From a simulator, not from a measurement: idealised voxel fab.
process module | voxel self aligned contacts
cross-section cut | 210 nm wide | cells 5 nm
A cross-section is a grid of square cells, given in bands from the top down. A band is one or more rows of cells.
Each band's line starts with the height of the band's top and of its bottom, in nm. Then come its materials from left to right, each with its width in nm. One material with "throughout" fills the band from edge to edge. "air" is empty space.
Height 0 is the level under which the wafer as received is all one material. The lowest band goes on downwards, as in "0 down".
A width such as "30 to 40" changes by the same amount from each row of cells to the next, from the band's top row to its bottom row.
"no change" after a step means that no cell of the cross-section changed.
closed voids: empty space of 8 cells or more with no open way to the top, each as width x height at its distance from the left edge, in nm
after a step's settings: what the simulator itself notes on the step
overlay nm, on a step with a mask: how far to the right of its planned place the mask lay; to the left if negative
plan
1 op RECEIVE | material Si
2 op CONFORMAL_DEP | material SiO2 | thk nm 5
3 op DIRECTIONAL_DEP | material polySi | thk nm 30
4 op DIRECTIONAL_DEP | material SiN | thk nm 20
5 op PATTERN | tone cover | mask id GATE | material resist | width nm 30 | pitch nm 55 | thk nm 15 | overlay nm 0
6 op DIRECTIONAL_ETCH | etch materials SiN | depth nm 20
7 op DIRECTIONAL_ETCH | etch materials polySi | depth nm 30
8 op STRIP | etch materials resist
9 op CONFORMAL_DEP | material SiN | thk nm 5
10 op DIRECTIONAL_ETCH | etch materials SiN | depth nm 5
11 op FILL_DEP | material SiO2 | thk nm 15
12 op CMP | height nm 60
13 op MASKED_ETCH | tone open | mask id CONTACT | width nm 35 | pitch nm 55 | etch materials SiO2 | depth nm 60 | overlay nm 0
14 op CONFORMAL_DEP | material TiN | thk nm 5
15 op FILL_DEP | material W | thk nm 5
16 op CMP | height nm 60
17 op CONFORMAL_DEP | material SiCN | thk nm 5
as received, after step 1
  0 down: Si throughout
  closed voids: none
a wafer at the end: this start, this plan, one mistake
  65 to 60: SiCN throughout
  60 to 50: SiO2 60 | TiN 5 to 10 | W 25 to 15 | TiN 5 to 10 | SiO2 20 | TiN 5 to 10 | W 25 to 15 | TiN 5 to 10 | SiO2 60
  50 to 35: SiO2 35 | SiN 30 | TiN 5 | W 15 | TiN 5 | SiN 30 | TiN 5 | W 15 | TiN 5 | SiN 30 | SiO2 35
  35 to 5: SiO2 35 | polySi 30 | TiN 5 | W 15 | TiN 5 | polySi 30 | TiN 5 | W 15 | TiN 5 | polySi 30 | SiO2 35
  5 to 0: SiO2 65 | TiN 25 | SiO2 30 | TiN 25 | SiO2 65
  0 down: Si throughout
  closed voids: none
what went wrong: step 9 was left out
